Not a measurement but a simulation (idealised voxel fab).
process module | voxel gate over fins
Cross-sectional view cut (width: 290 nm; square cell size: 5 nm).
A cross-section in this document is a grid of square cells, and it is written down as bands, the top band listed before the ones below it; a band is made up of one or more rows of cells. Heights first: top, then bottom, in nm. Then materials, left to right, each with a width in nm. "full width" on a single material: fills the band edge to edge. "air": empty space. Where do heights start? At 0: under that level the wafer as delivered is made of one material only. And the lowest band has no floor; it just carries on downward, as in "0 -> down". So if you see something like "30->40" for the width, read it as the top row of the band sitting at the first number and the bottom row at the second, with every row in between moving by the same amount as the last. Any step labelled "no alteration" changed none of the cells in the cross-section. "Fully sealed cavities" lists enclosed empty spaces (at least 8 cells, no open path upward to the top), each as width x height at distance from the left edge, in nm. Past the settings on a step's line: simulator remark, on that step. overlay nm: mask offset rightward from planned place, masked step; negative means leftward offset.

Planned process steps:
1: RECEIVE [material Si]
2: CONFORMAL_DEP [material SiN] [thk nm 5]
3: MASKED_ETCH [tone cover] [mask id FINS] [width nm 15] [pitch nm 40] [etch materials SiN] [depth nm 5] [overlay nm 0]
4: MASKED_ETCH [tone cover] [mask id FINS] [width nm 15] [pitch nm 40] [etch materials Si] [depth nm 30] [overlay nm 0]
5: FILL_DEP [material SiO2] [thk nm 10]
6: CMP [height nm 5]
7: SELECTIVE_ETCH [etch materials SiO2] [depth nm 15]
8: STRIP [etch materials SiN]
9: CONFORMAL_DEP [material HfO2] [thk nm 5]
10: CONFORMAL_DEP [material TiN] [thk nm 5]
11: CONFORMAL_DEP [material TiAl] [thk nm 5]
12: CONFORMAL_DEP [material TiN] [thk nm 5]
13: FILL_DEP [material W] [thk nm 10]
14: CMP [height nm 25]
15: CONFORMAL_DEP [material SiCN] [thk nm 10]

Received-state cross-section, reflecting completion of step 1:
    0 -> down  Si full width
    Fully sealed cavities: none

Cross-section: first of two wafers, module finished, run according to plan:
    35 -> 25  SiCN full width
    25 -> 20  W full width
    20 -> 15  95 nm W; 95 nm TiN; 100 nm W
    15 -> 10  95 nm W; 5 nm TiN; 85 nm TiAl; 5 nm TiN; 100 nm W
    10 -> 5  100 nm TiN; 5 nm TiAl; 35 nm TiN; 5 nm TiAl; 35 nm TiN; 5 nm TiAl; 105 nm TiN
    5 -> 0  105 nm TiAl; 5 nm TiN; 25 nm HfO2; 5 nm TiN; 5 nm TiAl; 5 nm TiN; 25 nm HfO2; 5 nm TiN; 110 nm TiAl
    0 -> -5  110 nm TiN; 5 nm HfO2; 15 nm Si; 5 nm HfO2; 15 nm TiN; 5 nm HfO2; 15 nm Si; 5 nm HfO2; 115 nm TiN
    -5 -> -10  115 nm HfO2; 15 nm Si; 25 nm HfO2; 15 nm Si; 120 nm HfO2
    -10 -> -30  115 nm SiO2; 15 nm Si; 25 nm SiO2; 15 nm Si; 120 nm SiO2
    -30 -> down  Si full width
    Fully sealed cavities: none

So this is wafer number two of the two, cut at the end of the module - it started where the first did and had the same plan, we just got one thing wrong running it:
    35 -> 25  SiCN full width
    25 -> 20  W full width
    20 -> 15  95 nm W; 95 nm TiN; 100 nm W
    15 -> 10  95 nm W; 5 nm TiN; 85 nm TiAl; 5 nm TiN; 100 nm W
    10 -> 5  100 nm TiN; 5 nm TiAl; 35 nm TiN; 5 nm TiAl; 35 nm TiN; 5 nm TiAl; 105 nm TiN
    5 -> 0  105 nm TiAl; 5 nm TiN; 25 nm HfO2; 5 nm TiN; 5 nm TiAl; 5 nm TiN; 25 nm HfO2; 5 nm TiN; 110 nm TiAl
    0 -> -5  110 nm TiN; 5 nm HfO2; 15 nm Si; 5 nm HfO2; 15 nm TiN; 5 nm HfO2; 15 nm Si; 5 nm HfO2; 115 nm TiN
    -5 -> -10  115 nm HfO2; 15 nm Si; 25 nm HfO2; 15 nm Si; 120 nm HfO2
    -10 -> -60  115 nm SiO2; 15 nm Si; 25 nm SiO2; 15 nm Si; 120 nm SiO2
    -60 -> down  Si full width
    Fully sealed cavities: none
Misprocessing identified: in the plan, step 4 was performed twice
End of process, cell counts, second wafer against first, materials with more or fewer: Si -312 | SiO2 +312
